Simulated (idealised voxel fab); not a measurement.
process module | voxel ribs on slabs
cross-section cut | 270 nm wide | cells 5 nm
A cross-section is a grid of square cells, given in bands from the top down. A band is one or more rows of cells.
Each band's line starts with the height of the band's top and of its bottom, in nm. Then come its materials from left to right, each with its width in nm. One material with "throughout" fills the band from edge to edge. "air" is empty space.
Height 0 is the level under which the wafer as received is all one material. The lowest band goes on downwards, as in "0 down".
A width such as "30 to 40" changes by the same amount from each row of cells to the next, from the band's top row to its bottom row.
"no change" after a step means that no cell of the cross-section changed.
closed voids: empty space of 8 cells or more with no open way to the top, each as width x height at its distance from the left edge, in nm
after a step's settings: what the simulator itself notes on the step
overlay nm, on a step with a mask: how far to the right of its planned place the mask lay; to the left if negative
plan
1 op RECEIVE | material Si
2 op DIRECTIONAL_DEP | material SiO2 | thk nm 30
3 op DIRECTIONAL_DEP | material polySi | thk nm 25
4 op MASKED_ETCH | tone cover | mask id RIB | width nm 20 | etch materials polySi | depth nm 5 | overlay nm 0
5 op MASKED_ETCH | tone cover | mask id SLAB | width nm 80 | etch materials polySi | depth nm 20 | overlay nm 0
6 op FILL_DEP | material SiO2 | thk nm 30
7 op CMP | height nm 75
8 op DIRECTIONAL_DEP | material W | thk nm 10
9 op PATTERN | tone cover | mask id HEATER | material resist | width nm 30 | thk nm 15 | overlay nm 0
10 op DIRECTIONAL_ETCH | etch materials W | depth nm 10
11 op STRIP | etch materials resist
12 op CONFORMAL_DEP | material SiO2 | thk nm 10
as received, after step 1
  0 down: Si throughout
  closed voids: none
a wafer at the end: this start, this plan, one mistake
  95 to 85: air 110 | SiO2 50 | air 110
  85 to 75: SiO2 120 | W 30 | SiO2 120
  75 to 25: SiO2 throughout
  25 to 0: polySi throughout
  0 down: Si throughout
  closed voids: none
what went wrong: steps 2 and 3 were swapped
